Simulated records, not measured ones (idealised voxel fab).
voxel tone inversion: a process module
We display cut, a cross-section 155 nm in width whose square cells are each 5 nm.
When this document writes out a cross-section, it uses a grid of square cells and lists it as bands, beginning at the top and moving down, with a band standing for one or more rows of cells. Heads up on the band format: heights come first, top then bottom, in nm. After that it's the materials left to right, each with its width in nm. A single material flagged "edge to edge" fills the whole band edge to edge, and "air" means there's empty space there. Beneath 0, the wafer as received is one material, and that level is where height counting begins. The lowest band goes on downward without a bottom; it is written like "0 nm and below". Width spec "30..40" -> top row of cells at first value, bottom row at second value, equal per-row change in between. Where a step carries "no modifications", the cross-section came out of it unchanged, cell for cell. "Closed void list" - sealed voids, min. 8 cells, no opening to top; format: width x height at distance (distance from left edge; nm throughout). Step line, after settings: the simulator's comment on this step. On any step carrying a mask, the "overlay nm" setting, if present on the step's line, tells how far right of its planned place the mask lay; negative values point to the left.
# Steps in the process plan
- 1: RECEIVE [material Si]
- 2: CONFORMAL_DEP [material SiN] [thk nm 5]
- 3: DIRECTIONAL_DEP [material polySi] [thk nm 15]
- 4: PATTERN [tone cover] [mask id POSTS] [material resist] [width nm 25] [pitch nm 55] [thk nm 20] [overlay nm 0]
- 5: DIRECTIONAL_ETCH [etch materials polySi] [depth nm 15]
- 6: STRIP [etch materials resist]
- 7: FILL_DEP [material lowk] [thk nm 5]
- 8: CMP [height nm 20]
- 9: STRIP [etch materials polySi]
- 10: CONFORMAL_DEP [material TiN] [thk nm 5]
- 11: FILL_DEP [material Ru] [thk nm 10]
- 12: CMP [height nm 20]
- 13: CONFORMAL_DEP [material SiN] [thk nm 5]
# Below: the first of two wafers, run as planned
# As received (post step 1): cross-section
> 0 nm and below: Si edge to edge
> Closed void list: none
# after step 2
> 5 nm to 0 nm: SiN edge to edge
> Below 0 it's all the same as before, nothing changed down there.
# after step 3
> 20 nm to 5 nm: polySi edge to edge
> Below 5 it's all the same as before, nothing changed down there.
# after step 4
> 40 nm to 20 nm: air 35 / resist 25 / air 30 / resist 25 / air 40
> Below 20 it's all the same as before, nothing changed down there.
# after step 5
> 40 nm to 20 nm: air 35 / resist 25 / air 30 / resist 25 / air 40
> 20 nm to 5 nm: air 35 / polySi 25 / air 30 / polySi 25 / air 40
> Below 5 it's all the same as before, nothing changed down there.
# after step 6
> 20 nm to 5 nm: air 35 / polySi 25 / air 30 / polySi 25 / air 40
> Below 5 it's all the same as before, nothing changed down there.
# after step 7
> 25 nm to 20 nm: lowk edge to edge
> 20 nm to 5 nm: lowk 35 / polySi 25 / lowk 30 / polySi 25 / lowk 40
> Below 5 it's all the same as before, nothing changed down there.
# after step 8
> 20 nm to 5 nm: lowk 35 / polySi 25 / lowk 30 / polySi 25 / lowk 40
> Below 5 it's all the same as before, nothing changed down there.
# after step 9
> 20 nm to 5 nm: lowk 35 / air 25 / lowk 30 / air 25 / lowk 40
> Below 5 it's all the same as before, nothing changed down there.
# after step 10
> 25 nm to 20 nm: TiN 40 / air 15 / TiN 40 / air 15 / TiN 45
> 20 nm to 10 nm: lowk 35 / TiN 5 / air 15 / TiN 5 / lowk 30 / TiN 5 / air 15 / TiN 5 / lowk 40
> 10 nm to 5 nm: lowk 35 / TiN 25 / lowk 30 / TiN 25 / lowk 40
> Below 5 it's all the same as before, nothing changed down there.
# after step 11
> 35 nm to 25 nm: Ru edge to edge
> 25 nm to 20 nm: TiN 40 / Ru 15 / TiN 40 / Ru 15 / TiN 45
> 20 nm to 10 nm: lowk 35 / TiN 5 / Ru 15 / TiN 5 / lowk 30 / TiN 5 / Ru 15 / TiN 5 / lowk 40
> Below 10 it's all the same as before, nothing changed down there.
# after step 12
> 20 nm to 10 nm: lowk 35 / TiN 5 / Ru 15 / TiN 5 / lowk 30 / TiN 5 / Ru 15 / TiN 5 / lowk 40
> Below 10 it's all the same as before, nothing changed down there.
# after step 13
> 25 nm to 20 nm: SiN edge to edge
> Below 20 it's all the same as before, nothing changed down there.
# Second Wafer (Identical Start and Plan, One Processing Error; Matches First Wafer Through Step 9)
# Second wafer shown in cross-section at the time step 10 was slated to end
> 25 nm to 20 nm: polySi 40 / air 15 / polySi 40 / air 15 / polySi 45
> 20 nm to 10 nm: lowk 35 / polySi 5 / air 15 / polySi 5 / lowk 30 / polySi 5 / air 15 / polySi 5 / lowk 40
> 10 nm to 5 nm: lowk 35 / polySi 25 / lowk 30 / polySi 25 / lowk 40
> Below 5 it's all the same as before, nothing changed down there.
# Second wafer shown in cross-section at the time step 11 was slated to end
> 35 nm to 25 nm: Ru edge to edge
> 25 nm to 20 nm: polySi 40 / Ru 15 / polySi 40 / Ru 15 / polySi 45
> 20 nm to 10 nm: lowk 35 / polySi 5 / Ru 15 / polySi 5 / lowk 30 / polySi 5 / Ru 15 / polySi 5 / lowk 40
> Below 10 it's all the same as before, nothing changed down there.
# Second wafer shown in cross-section at the time step 12 was slated to end
> 20 nm to 10 nm: lowk 35 / polySi 5 / Ru 15 / polySi 5 / lowk 30 / polySi 5 / Ru 15 / polySi 5 / lowk 40
> Below 10 it's all the same as before, nothing changed down there.
# Second wafer shown in cross-section at the time step 13 was slated to end
> 25 nm to 20 nm: SiN edge to edge
> Below 20 it's all the same as before, nothing changed down there.
The mistake made against the process plan was this: step 10 ran differently from the plan; actual operation with settings: CONFORMAL_DEP [material polySi] [thk nm 5]
Upon completion, the second wafer contains, in terms of cells, a greater or smaller amount of certain materials than the first wafer: 18 fewer of TiN | 18 more of polySi
